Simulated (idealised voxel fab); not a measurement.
process module | voxel capacitor over wiring
cross-section cut | 265 nm wide | cells 5 nm
A cross-section is a grid of square cells, given in bands from the top down. A band is one or more rows of cells.
Each band's line starts with the height of the band's top and of its bottom, in nm. Then come its materials from left to right, each with its width in nm. One material with "throughout" fills the band from edge to edge. "air" is empty space.
Height 0 is the level under which the wafer as received is all one material. The lowest band goes on downwards, as in "0 down".
A width such as "30 to 40" changes by the same amount from each row of cells to the next, from the band's top row to its bottom row.
"no change" after a step means that no cell of the cross-section changed.
closed voids: empty space of 8 cells or more with no open way to the top, each as width x height at its distance from the left edge, in nm
after a step's settings: what the simulator itself notes on the step
overlay nm, on a step with a mask: how far to the right of its planned place the mask lay; to the left if negative
plan
1 op RECEIVE | material Si
2 op CONFORMAL_DEP | material SiO2 | thk nm 15
3 op CONFORMAL_DEP | material SiCN | thk nm 5
4 op DIRECTIONAL_DEP | material SiO2 | thk nm 20
5 op MASKED_ETCH | tone open | mask id METAL_1 | width nm 30 | pitch nm 90 | etch materials SiO2 | depth nm 20 | overlay nm 0
6 op MASKED_ETCH | tone open | mask id METAL_1 | width nm 30 | pitch nm 90 | etch materials SiCN | depth nm 5 | overlay nm 0
7 op CONFORMAL_DEP | material TiN | thk nm 5
8 op FILL_DEP | material Cu | thk nm 10
9 op CMP | height nm 40
10 op CONFORMAL_DEP | material SiCN | thk nm 5
11 op DIRECTIONAL_DEP | material lowk | thk nm 15
12 op PATTERN | tone open | mask id PLUG_1 | material resist | width nm 15 | thk nm 20 | overlay nm 0
13 op DIRECTIONAL_ETCH | etch materials lowk | depth nm 15
14 op DIRECTIONAL_ETCH | etch materials SiCN | depth nm 5
15 op STRIP | etch materials resist
16 op EPI | material Ru | thk nm 10
17 op EPI | material Ru | thk nm 10
18 op DIRECTIONAL_DEP | material TiN | thk nm 5
19 op DIRECTIONAL_DEP | material HfO2 | thk nm 5
20 op DIRECTIONAL_DEP | material TiN | thk nm 5
21 op DIRECTIONAL_DEP | material aC | thk nm 15
22 op PATTERN | tone cover | mask id UPPER_PLATE | material resist | width nm 65 | thk nm 30 | overlay nm 0
23 op DIRECTIONAL_ETCH | etch materials aC | depth nm 15
24 op STRIP | etch materials resist
25 op DIRECTIONAL_ETCH | etch materials TiN | depth nm 5
26 op DIRECTIONAL_ETCH | etch materials HfO2 | depth nm 5
27 op STRIP | etch materials aC
28 op MASKED_ETCH | tone cover | mask id LOWER_PLATE | width nm 65 | etch materials TiN | depth nm 5 | overlay nm 0
29 op FILL_DEP | material SiO2 | thk nm 15
30 op CMP | height nm 85
31 op DIRECTIONAL_DEP | material aC | thk nm 15
32 op PATTERN | tone open | mask id PLUG_2 | material resist | width nm 15 | thk nm 30 | overlay nm 0
33 op DIRECTIONAL_ETCH | etch materials aC | depth nm 15
34 op STRIP | etch materials resist
35 op DIRECTIONAL_ETCH | etch materials SiO2 | depth nm 10
36 op STRIP | etch materials aC
37 op CONFORMAL_DEP | material TiN | thk nm 5
38 op FILL_DEP | material Cu | thk nm 5
39 op CMP | height nm 85
40 op CONFORMAL_DEP | material SiCN | thk nm 5
varied across the wafers: width nm of step 28. The plan shows the first wafer's value. All wafers start alike
first wafer as received, after step 1
  0 down: Si throughout
  closed voids: none
each wafer at the end: cells of each material gained (+) or lost (-) since it was received, then its closed voids
width nm 65 | +33 Cu | +13 HfO2 | +12 Ru | +144 SiCN | +543 SiO2 | +59 TiN | +150 lowk | closed voids: none
width nm 70 | +33 Cu | +13 HfO2 | +12 Ru | +144 SiCN | +542 SiO2 | +60 TiN | +150 lowk | closed voids: none
width nm 75 | +33 Cu | +13 HfO2 | +12 Ru | +144 SiCN | +541 SiO2 | +61 TiN | +150 lowk | closed voids: none
width nm 80 | +33 Cu | +13 HfO2 | +12 Ru | +144 SiCN | +540 SiO2 | +62 TiN | +150 lowk | closed voids: none
width nm 85 | +33 Cu | +13 HfO2 | +12 Ru | +144 SiCN | +539 SiO2 | +63 TiN | +150 lowk | closed voids: none
width nm 90 | +33 Cu | +13 HfO2 | +12 Ru | +144 SiCN | +538 SiO2 | +64 TiN | +150 lowk | closed voids: none
